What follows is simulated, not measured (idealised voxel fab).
Process module name: voxel self aligned contacts
This is section cut - it's 155 nm across, gridded in 5 nm square cells.
Cross-section layout: square cells on a grid; listed as bands, top to bottom; a band spans one or more cell rows. The entry gives the band's vertical extent as a top height and a bottom height in nm, then its horizontal make-up as materials from left to right, each with a width in nm. "empty" stands for empty space; a single material marked "edge to edge" fills the band edge to edge. Beneath 0, the wafer as received is one material, and that level is where height counting begins. The lowest band goes on downward without a bottom; it is written like "0 and below". Per-row width for "30->40": begins at first number (top row of band), ends at second number (bottom row), increment between rows held constant. Where a step carries "all unchanged", the cross-section came out of it unchanged, cell for cell. Reported under the label "Closed cavity list" are the empty spaces having no open way to the top and comprising 8 cells or more; the notation for each is width x height at distance, in which the distance is measured from the left edge and all three values are in nm. It should be noted that, on the line of a given step, the content following the step's settings is a remark produced by the simulator itself with respect to that step. On any step carrying a mask, the "overlay nm" setting, if present on the step's line, tells how far right of its planned place the mask lay; negative values point to the left.
**Planned process steps**
step 1: RECEIVE (material Si)
step 2: OXIDIZE (depth nm 5)
step 3: DIRECTIONAL_DEP (material polySi; thk nm 20)
step 4: DIRECTIONAL_DEP (material SiN; thk nm 25)
step 5: MASKED_ETCH (tone cover; mask id GATE; width nm 35; pitch nm 75; etch materials SiN; depth nm 25; overlay nm 0)
step 6: MASKED_ETCH (tone cover; mask id GATE; width nm 35; pitch nm 75; etch materials polySi; depth nm 20; overlay nm 0)
step 7: CONFORMAL_DEP (material SiN; thk nm 10)
step 8: DIRECTIONAL_ETCH (etch materials SiN; depth nm 10)
step 9: FILL_DEP (material SiO2; thk nm 15)
step 10: CMP (height nm 50)
step 11: DIRECTIONAL_DEP (material aC; thk nm 10)
step 12: PATTERN (tone open; mask id CONTACT; material resist; width nm 60; thk nm 25; overlay nm 0)
step 13: DIRECTIONAL_ETCH (etch materials aC; depth nm 10)
step 14: STRIP (etch materials resist)
step 15: DIRECTIONAL_ETCH (etch materials SiO2; depth nm 55)
step 16: STRIP (etch materials aC)
step 17: CONFORMAL_DEP (material TiN; thk nm 5)
step 18: FILL_DEP (material W; thk nm 5)
step 19: CMP (height nm 50)
step 20: CONFORMAL_DEP (material SiCN; thk nm 5)
**Shown in cross-section is the wafer as received, that is, as it stands after step 1**
    0 and below  Si edge to edge
    Closed cavity list: none
**Here's the wafer cut in cross-section after the module, started and planned just like above, except one thing was done wrong in the run**
    55 down to 50  SiCN edge to edge
    50 down to 40  SiO2 (45) | TiN (5) | W (50) | TiN (5) | SiO2 (50)
    40 down to 35  SiO2 (45) | TiN (15) | W (30) | TiN (15) | SiO2 (50)
    35 down to 20  SiO2 (20) | SiN (35) | TiN (5) | W (30) | TiN (5) | SiN (35) | SiO2 (25)
    20 down to 0  SiO2 (20) | polySi (35) | TiN (5) | W (30) | TiN (5) | polySi (35) | SiO2 (25)
    0 down to -5  SiO2 (55) | TiN (40) | SiO2 (60)
    -5 and below  Si edge to edge
    Closed cavity list: none
what went wrong: step 7 of the plan was jumped over and never run
